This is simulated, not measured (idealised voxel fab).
Name of the process module below: voxel self aligned vias
cross-section cut | 185 nm wide | cells 5 nm
Cross-section, as written here: a square-cell grid given band by band from the top down, where a band holds one or more rows of cells.
For a band, the entry starts with two heights in nm, that of the top and then that of the bottom, and carries on with the band's materials in order from left to right, each alongside its width in nm; the word "all across" beside a single material means it fills the band edge to edge, and "empty" means empty space.
Counting heights begins at 0, where everything beneath is, in the wafer as received, one material. The lowest band has no bottom; it goes on downwards, as "top 0, no bottom" shows.
Width "30 to 40": first value at the band's top row of cells, second value at its bottom row, equal change from row to row.
What does "nothing got changed" mean for a step? It means no cell of the cross-section changed in that step.
"Tabulated closed voids": empty spaces of 8 cells or more with no open way to the top, each given as width x height at distance, distance from the left edge, all in nm.
Note: text after step settings on the step line = simulator remark on that step.
Each step line may optionally specify "overlay nm", which for a step with a mask gives the rightward distance between the mask's planned place and where it lay, a negative value indicating the leftward direction.

The following list gives the planned process steps:
1. RECEIVE [material Si]
2. CONFORMAL_DEP [material SiO2] [thk nm 15]
3. CONFORMAL_DEP [material SiCN] [thk nm 5]
4. DIRECTIONAL_DEP [material lowk] [thk nm 30]
5. DIRECTIONAL_DEP [material aC] [thk nm 10]
6. PATTERN [tone open] [mask id LINES] [material resist] [width nm 25] [pitch nm 55] [thk nm 30] [overlay nm 0]
7. DIRECTIONAL_ETCH [etch materials aC] [depth nm 10]
8. STRIP [etch materials resist]
9. DIRECTIONAL_ETCH [etch materials lowk] [depth nm 30]
10. STRIP [etch materials aC]
11. CONFORMAL_DEP [material TiN] [thk nm 5]
12. FILL_DEP [material Ru] [thk nm 5]
13. CMP [height nm 50]
14. SELECTIVE_ETCH [etch materials W Ru TiN] [depth nm 5]
15. FILL_DEP [material SiN] [thk nm 10]
16. CMP [height nm 50]
17. DIRECTIONAL_DEP [material lowk] [thk nm 15]
18. PATTERN [tone open] [mask id VIAS] [material resist] [width nm 35] [pitch nm 55] [thk nm 15] [overlay nm 0]
19. DIRECTIONAL_ETCH [etch materials lowk] [depth nm 15]
20. DIRECTIONAL_ETCH [etch materials SiN] [depth nm 5]
21. STRIP [etch materials resist]
22. CONFORMAL_DEP [material TiN] [thk nm 5]
23. FILL_DEP [material W] [thk nm 10]
24. CMP [height nm 65]
25. CONFORMAL_DEP [material SiCN] [thk nm 5]

This is the cross-section of the wafer as we received it, i.e. after step 1:
    top 0, no bottom | Si all across
    Tabulated closed voids: none

This is how the wafer looks in cross-section once the module is done, given the starting state and plan above and one mistake in carrying the plan out:
    top 70, bottom 65 | SiCN all across
    top 65, bottom 55 | lowk 20 nm, TiN 5 nm, SiN 25 nm, TiN 5 nm, lowk 20 nm, TiN 5 nm, SiN 25 nm, TiN 5 nm, lowk 20 nm, TiN 5 nm, SiN 25 nm, TiN 5 nm, lowk 20 nm
    top 55, bottom 50 | lowk 20 nm, TiN 10 nm, SiN 15 nm, TiN 10 nm, lowk 20 nm, TiN 10 nm, SiN 15 nm, TiN 10 nm, lowk 20 nm, TiN 10 nm, SiN 15 nm, TiN 10 nm, lowk 20 nm
    top 50, bottom 45 | lowk 25 nm, TiN 25 nm, lowk 30 nm, TiN 25 nm, lowk 30 nm, TiN 25 nm, lowk 25 nm
    top 45, bottom 25 | lowk 25 nm, TiN 5 nm, Ru 15 nm, TiN 5 nm, lowk 30 nm, TiN 5 nm, Ru 15 nm, TiN 5 nm, lowk 30 nm, TiN 5 nm, Ru 15 nm, TiN 5 nm, lowk 25 nm
    top 25, bottom 20 | lowk 25 nm, TiN 25 nm, lowk 30 nm, TiN 25 nm, lowk 30 nm, TiN 25 nm, lowk 25 nm
    top 20, bottom 15 | SiCN all across
    top 15, bottom 0 | SiO2 all across
    top 0, no bottom | Si all across
    Tabulated closed voids: none
Against the plan, the run slipped here: heads up, step 23 didn't go per plan, it actually ran as FILL_DEP [material SiN] [thk nm 10]
